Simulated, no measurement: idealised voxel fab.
voxel self aligned contacts: a process module
Square cells of 5 nm make up the cross-section cut, whose width is 285 nm.
Reading order for cross-sections: top band down to bottom band. Underlying form: a grid of square cells. Band size: one or more rows of cells.
What a band's entry tells you: where the top is and where the bottom is, as heights in nm, and after that what lies inside, material by material from left to right, each with its width in nm. Empty space is written as the word "air", and a single material marked with the word "everywhere" occupies the band from edge to edge.
The level at which height equals 0 is the one under which the wafer, as it arrives, is entirely one material. No lower edge exists for the bottom band, which continues downward and is notated as in "0 -> down".
A width such as "30 to 40" changes by the same amount from each row of cells to the next, from the band's top row to its bottom row.
"nothing was modified", as given for a step, is the statement that not any cell of the cross-section underwent a change during that step.
"Sealed void inventory" contains a list of empty spaces, each no smaller than 8 cells and without an open way to the top, written in the form width x height at distance with the distance from the left edge and all three in nm.
Past the settings on a step's line: simulator remark, on that step.
Among the settings permitted on a step's line is "overlay nm"; applied to a step with a mask, it specifies the extent to which the mask lay to the right of its planned position, whereas a negative figure signifies a position to the left.
-- Process steps (planned)
| 1 | RECEIVE: material Si |
| 2 | OXIDIZE: depth nm 5 |
| 3 | DIRECTIONAL_DEP: material polySi, thk nm 20 |
| 4 | DIRECTIONAL_DEP: material SiN, thk nm 20 |
| 5 | PATTERN: tone cover, mask id GATE, material resist, width nm 30, pitch nm 65, thk nm 20, overlay nm 0 |
| 6 | DIRECTIONAL_ETCH: etch materials SiN, depth nm 20 |
| 7 | DIRECTIONAL_ETCH: etch materials polySi, depth nm 20 |
| 8 | STRIP: etch materials resist |
| 9 | CONFORMAL_DEP: material SiN, thk nm 10 |
| 10 | DIRECTIONAL_ETCH: etch materials SiN, depth nm 10 |
| 11 | FILL_DEP: material SiO2, thk nm 15 |
| 12 | CMP: height nm 50 |
| 13 | MASKED_ETCH: tone open, mask id CONTACT, width nm 45, etch materials SiO2, depth nm 55, overlay nm 0 |
| 14 | CONFORMAL_DEP: material TiN, thk nm 5 |
| 15 | FILL_DEP: material W, thk nm 10 |
| 16 | CMP: height nm 50 |
| 17 | CONFORMAL_DEP: material SiN, thk nm 5 |
For clarity, it should be stated that the wafers under discussion commence in an identical condition and differ with respect to the thk nm of step 17, the plan indicating the value that the first wafer had.
-- As received, i.e. after step 1: cross-section through the first of several wafers
  0 -> down  Si everywhere
  Sealed void inventory: none
-- Quick key for the table: a row per wafer, taken at the end of the module. For each material it tells you how many cells the wafer gained (+) or lost (-) since it came in, and the closed voids come after
thk nm 5; -57 Si; +169 SiN; +422 SiO2; +29 TiN; +16 W; +48 polySi; Sealed void inventory: none
thk nm 10; -57 Si; +226 SiN; +422 SiO2; +29 TiN; +16 W; +48 polySi; Sealed void inventory: none
thk nm 15; -57 Si; +283 SiN; +422 SiO2; +29 TiN; +16 W; +48 polySi; Sealed void inventory: none
thk nm 20; -57 Si; +340 SiN; +422 SiO2; +29 TiN; +16 W; +48 polySi; Sealed void inventory: none
